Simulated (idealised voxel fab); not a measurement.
The following is a process module called voxel double patterning.
For reference, the cross-section in this document is cut, with width 230 nm and square cells of 5 nm.
The cross-sections in this document take the form of a grid made of square cells. They are written out as bands, in order from top to bottom. Each band consists of one or more rows of cells. Basically the band line says how high the top is and how high the bottom is, in nm, and then what's in it from left to right, every material with its width in nm. Empty space shows up as "air", and if a single material carries "edge to edge" it runs the full band edge to edge. Heads up on the height convention: 0 is the point under which the incoming wafer is all one material, and the lowest band has no bottom, it just keeps going down, like "0 -> down". The expression "30->40" gives the width at the extremes of the band, the first number at its top row of cells and the second at its bottom row, with the width changing by equal amounts from each row to the next in between. Basically "no change" means that step didn't change any cell in the cross-section. Basically, "Non-vented voids" tells you about the enclosed voids: empty spaces with no open way to the top, 8 cells or bigger, each written width x height at distance, where distance is from the left edge, all in nm. after a step's settings: what the simulator itself notes on the step. overlay nm: mask offset rightward from planned place, masked step; negative means leftward offset.

[Process steps (planned)]
step 1: RECEIVE, material Si
step 2: CONFORMAL_DEP, material SiO2, thk nm 5
step 3: DIRECTIONAL_DEP, material W, thk nm 20
step 4: DIRECTIONAL_DEP, material SiCN, thk nm 10
step 5: DIRECTIONAL_DEP, material aC, thk nm 10
step 6: PATTERN, tone open, mask id FIRST, material resist, width nm 15, pitch nm 50, thk nm 25, overlay nm 0
step 7: DIRECTIONAL_ETCH, etch materials aC, depth nm 10
step 8: STRIP, etch materials resist
step 9: DIRECTIONAL_ETCH, etch materials SiCN, depth nm 10
step 10: STRIP, etch materials aC
step 11: MASKED_ETCH, tone open, mask id SECOND, width nm 15, pitch nm 50, etch materials SiCN, depth nm 10, overlay nm 0
step 12: DIRECTIONAL_ETCH, etch materials W, depth nm 20
step 13: STRIP, etch materials SiCN

[Run as planned: first of two wafers]

[As-received wafer cross-section (after step 1)]
    0 -> down  Si edge to edge
    Non-vented voids: none

[Cross-section through the wafer, step 2 finished]
    5 -> 0  SiO2 edge to edge
    Note: structure below 0 unchanged.

[Cross-section through the wafer, step 3 finished]
    25 -> 5  W edge to edge
    Note: structure below 5 unchanged.

[Cross-section through the wafer, step 4 finished]
    35 -> 25  SiCN edge to edge
    Note: structure below 25 unchanged.

[Cross-section through the wafer, step 5 finished]
    45 -> 35  aC edge to edge
    Note: structure below 35 unchanged.

[Cross-section through the wafer, step 6 finished]
    70 -> 45  resist: 55, air: 15, resist: 35, air: 15, resist: 35, air: 15, resist: 60
    Note: structure below 45 unchanged.

[Cross-section through the wafer, step 7 finished]
    60 -> 45  resist: 55, air: 15, resist: 35, air: 15, resist: 35, air: 15, resist: 60
    45 -> 35  aC: 55, air: 15, aC: 35, air: 15, aC: 35, air: 15, aC: 60
    Note: structure below 35 unchanged.

[Cross-section through the wafer, step 8 finished]
    45 -> 35  aC: 55, air: 15, aC: 35, air: 15, aC: 35, air: 15, aC: 60
    Note: structure below 35 unchanged.

[Cross-section through the wafer, step 9 finished]
    45 -> 35  aC: 55, air: 15, aC: 35, air: 15, aC: 35, air: 15, aC: 60
    35 -> 25  SiCN: 55, air: 15, SiCN: 35, air: 15, SiCN: 35, air: 15, SiCN: 60
    Note: structure below 25 unchanged.

[Cross-section through the wafer, step 10 finished]
    35 -> 25  SiCN: 55, air: 15, SiCN: 35, air: 15, SiCN: 35, air: 15, SiCN: 60
    Note: structure below 25 unchanged.

[Cross-section through the wafer, step 11 finished]
    35 -> 25  SiCN: 55, air: 15, SiCN: 10, air: 15, SiCN: 10, air: 15, SiCN: 10, air: 15, SiCN: 10, air: 15, SiCN: 60
    Note: structure below 25 unchanged.

[Cross-section through the wafer, step 12 finished]
    35 -> 25  SiCN: 55, air: 15, SiCN: 10, air: 15, SiCN: 10, air: 15, SiCN: 10, air: 15, SiCN: 10, air: 15, SiCN: 60
    25 -> 5  W: 55, air: 15, W: 10, air: 15, W: 10, air: 15, W: 10, air: 15, W: 10, air: 15, W: 60
    Note: structure below 5 unchanged.

[Cross-section through the wafer, step 13 finished]
    25 -> 5  W: 55, air: 15, W: 10, air: 15, W: 10, air: 15, W: 10, air: 15, W: 10, air: 15, W: 60
    Note: structure below 5 unchanged.

[It is to be noted that the second wafer proceeded from the same initial state and according to the same plan as the first, although one mistake was committed in its execution; through step 1, inclusive, the two wafers share an identical history]

Cross-section of the second wafer at the time by which step 2 should have been completed according to the plan: no change

[Cross-section of the second wafer at the time by which step 3 should have been completed according to the plan]
    20 -> 0  W edge to edge
    Note: structure below 0 unchanged.

[Cross-section of the second wafer at the time by which step 4 should have been completed according to the plan]
    30 -> 20  SiCN edge to edge
    Note: structure below 20 unchanged.

[Cross-section of the second wafer at the time by which step 5 should have been completed according to the plan]
    40 -> 30  aC edge to edge
    Note: structure below 30 unchanged.

[Cross-section of the second wafer at the time by which step 6 should have been completed according to the plan]
    65 -> 40  resist: 55, air: 15, resist: 35, air: 15, resist: 35, air: 15, resist: 60
    Note: structure below 40 unchanged.

[Cross-section of the second wafer at the time by which step 7 should have been completed according to the plan]
    55 -> 40  resist: 55, air: 15, resist: 35, air: 15, resist: 35, air: 15, resist: 60
    40 -> 30  aC: 55, air: 15, aC: 35, air: 15, aC: 35, air: 15, aC: 60
    Note: structure below 30 unchanged.

[Cross-section of the second wafer at the time by which step 8 should have been completed according to the plan]
    40 -> 30  aC: 55, air: 15, aC: 35, air: 15, aC: 35, air: 15, aC: 60
    Note: structure below 30 unchanged.

[Cross-section of the second wafer at the time by which step 9 should have been completed according to the plan]
    40 -> 30  aC: 55, air: 15, aC: 35, air: 15, aC: 35, air: 15, aC: 60
    30 -> 20  SiCN: 55, air: 15, SiCN: 35, air: 15, SiCN: 35, air: 15, SiCN: 60
    Note: structure below 20 unchanged.

[Cross-section of the second wafer at the time by which step 10 should have been completed according to the plan]
    30 -> 20  SiCN: 55, air: 15, SiCN: 35, air: 15, SiCN: 35, air: 15, SiCN: 60
    Note: structure below 20 unchanged.

[Cross-section of the second wafer at the time by which step 11 should have been completed according to the plan]
    30 -> 20  SiCN: 55, air: 15, SiCN: 10, air: 15, SiCN: 10, air: 15, SiCN: 10, air: 15, SiCN: 10, air: 15, SiCN: 60
    Note: structure below 20 unchanged.

[Cross-section of the second wafer at the time by which step 12 should have been completed according to the plan]
    30 -> 20  SiCN: 55, air: 15, SiCN: 10, air: 15, SiCN: 10, air: 15, SiCN: 10, air: 15, SiCN: 10, air: 15, SiCN: 60
    20 -> 0  W: 55, air: 15, W: 10, air: 15, W: 10, air: 15, W: 10, air: 15, W: 10, air: 15, W: 60
    Note: structure below 0 unchanged.

[Cross-section of the second wafer at the time by which step 13 should have been completed according to the plan]
    20 -> 0  W: 55, air: 15, W: 10, air: 15, W: 10, air: 15, W: 10, air: 15, W: 10, air: 15, W: 60
    Note: structure below 0 unchanged.
Which mistake was made when the wafer was run? the plan's step 2 was left out and never carried out
The closing comparison, in cells, has the second wafer with more or fewer of some materials than the first: -46 SiO2
